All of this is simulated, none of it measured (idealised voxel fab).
voxel wiring stack: a process module
In the cross-section labelled cut, the width is 295 nm and each square cell is 5 nm.
Each cross-section below is a grid of square cells, stated as bands in top-down order, with one or more rows of cells making up each band.
Basically the band line says how high the top is and how high the bottom is, in nm, and then what's in it from left to right, every material with its width in nm. Empty space shows up as "empty", and if a single material carries "throughout" it runs the full band edge to edge.
Counting heights begins at 0, where everything beneath is, in the wafer as received, one material. The lowest band has no bottom; it goes on downwards, as "from 0 down" shows.
The expression "30..40" gives the width at the extremes of the band, the first number at its top row of cells and the second at its bottom row, with the width changing by equal amounts from each row to the next in between.
"no alterations made" -> step changed no cross-section cell.
Look at "Enclosed void entries" for the closed voids: empty spaces with no open path to the top, sized 8 cells or up. Each is width x height at distance, distance from the left edge, all nm.
Read whatever lies past the settings on a step's line as the simulator's own remark about the step.
Regarding "overlay nm": on a step with a mask, it is the distance the mask lay to the right of its planned place; a negative value places it to the left.
**Listed below are the process steps as planned**
1: RECEIVE (material Si)
2: CONFORMAL_DEP (material SiO2; thk nm 15)
3: CONFORMAL_DEP (material SiN; thk nm 5)
4: DIRECTIONAL_DEP (material lowk; thk nm 15)
5: PATTERN (tone open; mask id METAL_1; material resist; width nm 15; pitch nm 55; thk nm 15; overlay nm 0)
6: DIRECTIONAL_ETCH (etch materials lowk; depth nm 15)
7: DIRECTIONAL_ETCH (etch materials SiN; depth nm 5)
8: STRIP (etch materials resist)
9: CONFORMAL_DEP (material TiN; thk nm 5)
10: FILL_DEP (material Cu; thk nm 10)
11: CMP (height nm 35)
12: CONFORMAL_DEP (material SiCN; thk nm 5)
13: DIRECTIONAL_DEP (material lowk; thk nm 10)
14: PATTERN (tone open; mask id PLUG_1; material resist; width nm 15; pitch nm 55; thk nm 20; overlay nm 0)
15: DIRECTIONAL_ETCH (etch materials lowk; depth nm 10)
16: DIRECTIONAL_ETCH (etch materials SiCN; depth nm 5)
17: STRIP (etch materials resist)
18: EPI (material Ru; thk nm 10)
19: EPI (material Ru; thk nm 5)
20: CONFORMAL_DEP (material SiCN; thk nm 5)
21: DIRECTIONAL_DEP (material SiO2; thk nm 25)
22: PATTERN (tone open; mask id METAL_2; material resist; width nm 25; pitch nm 55; thk nm 15; overlay nm 0)
23: DIRECTIONAL_ETCH (etch materials SiO2; depth nm 25)
24: DIRECTIONAL_ETCH (etch materials SiCN; depth nm 5)
25: STRIP (etch materials resist)
26: CONFORMAL_DEP (material TiN; thk nm 5)
27: FILL_DEP (material Ru; thk nm 5)
28: CMP (height nm 80)
29: CONFORMAL_DEP (material SiCN; thk nm 5)
30: DIRECTIONAL_DEP (material SiO2; thk nm 20)
31: MASKED_ETCH (tone open; mask id PLUG_2; width nm 15; pitch nm 110; etch materials SiO2; depth nm 20; overlay nm 0)
32: MASKED_ETCH (tone open; mask id PLUG_2; width nm 15; pitch nm 110; etch materials SiCN; depth nm 5; overlay nm 0)
33: EPI (material Ru; thk nm 10)
34: EPI (material Ru; thk nm 10)
35: EPI (material Ru; thk nm 5)
36: CONFORMAL_DEP (material SiCN; thk nm 5)
37: DIRECTIONAL_DEP (material lowk; thk nm 20)
38: MASKED_ETCH (tone open; mask id METAL_3; width nm 25; pitch nm 55; etch materials lowk; depth nm 20; overlay nm 0)
39: MASKED_ETCH (tone open; mask id METAL_3; width nm 25; pitch nm 55; etch materials SiCN; depth nm 5; overlay nm 0)
40: CONFORMAL_DEP (material TiN; thk nm 5)
41: FILL_DEP (material W; thk nm 10)
42: CMP (height nm 130)
43: CONFORMAL_DEP (material SiCN; thk nm 5)
44: DIRECTIONAL_DEP (material SiO2; thk nm 35)
45: MASKED_ETCH (tone open; mask id METAL_4_HOLES; width nm 15; pitch nm 55; etch materials SiO2; depth nm 35; overlay nm 0)
46: PATTERN (tone open; mask id METAL_4; material resist; width nm 25; pitch nm 55; thk nm 20; overlay nm 0)
47: DIRECTIONAL_ETCH (etch materials SiO2; depth nm 20)
48: DIRECTIONAL_ETCH (etch materials SiCN; depth nm 5)
49: STRIP (etch materials resist)
50: CONFORMAL_DEP (material TiN; thk nm 5)
51: FILL_DEP (material Ru; thk nm 10)
52: CMP (height nm 170)
53: CONFORMAL_DEP (material SiCN; thk nm 5)
varied across the wafers: width nm of step 5. The plan shows the first wafer's value. All wafers start alike
**Cross-sectional view of the first of several wafers in the as-received condition, corresponding to the state following step 1**
- from 0 down = Si throughout
- Enclosed void entries: none
**Tabulated below, wafer by wafer, are the end-of-module results: for each material, the number of cells gained (+) or lost (-) relative to the as-received state, followed by the closed voids**
width nm 15, +9 Cu, +141 Ru, +300 SiCN, +50 SiN, +935 SiO2, +168 TiN, +36 W, +426 lowk, Enclosed void entries: none
width nm 20, +18 Cu, +141 Ru, +300 SiCN, +47 SiN, +935 SiO2, +171 TiN, +36 W, +417 lowk, Enclosed void entries: none
width nm 25, +27 Cu, +141 Ru, +300 SiCN, +44 SiN, +935 SiO2, +174 TiN, +36 W, +408 lowk, Enclosed void entries: none
width nm 30, +36 Cu, +141 Ru, +300 SiCN, +41 SiN, +935 SiO2, +177 TiN, +36 W, +399 lowk, Enclosed void entries: none
width nm 35, +45 Cu, +141 Ru, +300 SiCN, +38 SiN, +935 SiO2, +180 TiN, +36 W, +390 lowk, Enclosed void entries: none
width nm 40, +54 Cu, +141 Ru, +300 SiCN, +35 SiN, +935 SiO2, +183 TiN, +36 W, +381 lowk, Enclosed void entries: none
